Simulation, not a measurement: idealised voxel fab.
Process module under the name voxel capacitor over wiring
Xsec cut, 285 nm wide, square cell size 5 nm.
Bands, listed from the top down, are how a cross-section gets written in this document; the cross-section itself is a grid of square cells, and a band is one or more rows of them.
This entry defines a band. It first specifies the height of the band's top and the height of its bottom in nm, and then specifies the band's materials from left to right, stating each material with its width in nm. The word "edge to edge" identifies a single material that fills the band from edge to edge, while the word "air" identifies empty space.
Heights are expressed relative to 0, this being the level below which the as-received wafer comprises one material exclusively. The lowest band is unbounded in the downward direction and is denoted as in "0 nm and below".
When a width is written as two numbers, as in "30..40", the first number is the width in the top row of cells of the band and the second is the width in its bottom row, and the width changes by the same amount from each row to the next.
"same as before" (step): cross-section cells unchanged, all of them.
Sealed-off cavities: empty space of 8 cells or more with no open way to the top, each as width x height at its distance from the left edge, in nm
The remark found on a step's line after its settings is issued by the simulator itself and pertains to that step.
overlay nm: for a step with a mask, the amount by which the mask lay right of where it was planned; a negative amount means left of it.
**The following list gives the planned process steps**
| 1 | RECEIVE, material Si |
| 2 | CONFORMAL_DEP, material SiO2, thk nm 15 |
| 3 | CONFORMAL_DEP, material SiCN, thk nm 5 |
| 4 | DIRECTIONAL_DEP, material SiO2, thk nm 20 |
| 5 | DIRECTIONAL_DEP, material aC, thk nm 10 |
| 6 | PATTERN, tone open, mask id METAL_1, material resist, width nm 20, pitch nm 75, thk nm 30, overlay nm 0 |
| 7 | DIRECTIONAL_ETCH, etch materials aC, depth nm 10 |
| 8 | STRIP, etch materials resist |
| 9 | DIRECTIONAL_ETCH, etch materials SiO2, depth nm 20 |
| 10 | DIRECTIONAL_ETCH, etch materials SiCN, depth nm 5 |
| 11 | STRIP, etch materials aC |
| 12 | CONFORMAL_DEP, material TiN, thk nm 5 |
| 13 | FILL_DEP, material Cu, thk nm 10 |
| 14 | CMP, height nm 40 |
| 15 | EPI, material Ru, thk nm 5 |
| 16 | FILL_DEP, material SiCN, thk nm 5 |
| 17 | DIRECTIONAL_DEP, material lowk, thk nm 10 |
| 18 | PATTERN, tone open, mask id PLUG_1, material resist, width nm 15, thk nm 15, overlay nm 0 |
| 19 | DIRECTIONAL_ETCH, etch materials lowk, depth nm 10 |
| 20 | DIRECTIONAL_ETCH, etch materials SiCN, depth nm 5 |
| 21 | STRIP, etch materials resist |
| 22 | CONFORMAL_DEP, material TiN, thk nm 5 |
| 23 | FILL_DEP, material W, thk nm 5 |
| 24 | CMP, height nm 60 |
| 25 | DIRECTIONAL_DEP, material TiN, thk nm 5 |
| 26 | DIRECTIONAL_DEP, material HfO2, thk nm 5 |
| 27 | DIRECTIONAL_DEP, material TiN, thk nm 5 |
| 28 | PATTERN, tone cover, mask id UPPER_PLATE, material resist, width nm 60, thk nm 15, overlay nm 0 |
| 29 | DIRECTIONAL_ETCH, etch materials TiN, depth nm 5 |
| 30 | DIRECTIONAL_ETCH, etch materials HfO2, depth nm 5 |
| 31 | STRIP, etch materials resist |
| 32 | MASKED_ETCH, tone cover, mask id LOWER_PLATE, width nm 70, etch materials TiN, depth nm 5, overlay nm 0 |
| 33 | FILL_DEP, material SiO2, thk nm 20 |
| 34 | CMP, height nm 90 |
| 35 | DIRECTIONAL_DEP, material aC, thk nm 10 |
| 36 | PATTERN, tone open, mask id PLUG_2, material resist, width nm 15, thk nm 30, overlay nm 0 |
| 37 | DIRECTIONAL_ETCH, etch materials aC, depth nm 10 |
| 38 | STRIP, etch materials resist |
| 39 | DIRECTIONAL_ETCH, etch materials SiO2, depth nm 15 |
| 40 | STRIP, etch materials aC |
| 41 | CONFORMAL_DEP, material TiN, thk nm 5 |
| 42 | FILL_DEP, material W, thk nm 5 |
| 43 | CMP, height nm 90 |
| 44 | CONFORMAL_DEP, material SiN, thk nm 5 |
**Cross-section of the wafer as it came to us, i.e., already through step 1**
	0 nm and below = Si edge to edge
	Sealed-off cavities: none
**Cross-section taken at module completion on the first of two wafers; processed per the plan**
	95 nm to 90 nm = SiN edge to edge
	90 nm to 80 nm = SiO2 110, TiN 5, W 5, TiN 5, SiO2 160
	80 nm to 70 nm = SiO2 110..100, TiN 15..60, SiO2 160..125
	70 nm to 65 nm = SiO2 100, HfO2 60, SiO2 125
	65 nm to 60 nm = SiO2 95, TiN 70, SiO2 120
	60 nm to 50 nm = lowk 100, TiN 5, W 5, TiN 5, lowk 170
	50 nm to 45 nm = SiCN 100, TiN 15, SiCN 170
	45 nm to 40 nm = SiCN 90, Ru 30, SiCN 45, Ru 30, SiCN 90
	40 nm to 20 nm = SiO2 95, TiN 5, Cu 10, TiN 5, SiO2 55, TiN 5, Cu 10, TiN 5, SiO2 95
	20 nm to 15 nm = SiCN 95, TiN 20, SiCN 55, TiN 20, SiCN 95
	15 nm to 0 nm = SiO2 edge to edge
	0 nm and below = Si edge to edge
	Sealed-off cavities: none
**Same start, same plan as the first wafer - but one mistake in the run. Cross-section of the second of the two at the end of the module**
	95 nm to 90 nm = SiN edge to edge
	90 nm to 80 nm = SiO2 110, TiN 5, W 5, TiN 5, SiO2 160
	80 nm to 70 nm = SiO2 110..100, TiN 15..60, SiO2 160..125
	70 nm to 65 nm = SiO2 100, HfO2 60, SiO2 125
	65 nm to 60 nm = SiO2 95, TiN 70, SiO2 120
	60 nm to 50 nm = lowk 100, SiCN 5, W 5, SiCN 5, lowk 170
	50 nm to 45 nm = SiCN edge to edge
	45 nm to 40 nm = SiCN 90, Ru 30, SiCN 45, Ru 30, SiCN 90
	40 nm to 20 nm = SiO2 95, TiN 5, Cu 10, TiN 5, SiO2 55, TiN 5, Cu 10, TiN 5, SiO2 95
	20 nm to 15 nm = SiCN 95, TiN 20, SiCN 55, TiN 20, SiCN 95
	15 nm to 0 nm = SiO2 edge to edge
	0 nm and below = Si edge to edge
	Sealed-off cavities: none
Misprocessing identified: step 22 ran as: CONFORMAL_DEP, material SiCN, thk nm 5
It is noted that, at the conclusion of processing, the second wafer exhibits a higher or lower cell count for certain materials relative to the first: +7 SiCN | -7 TiN
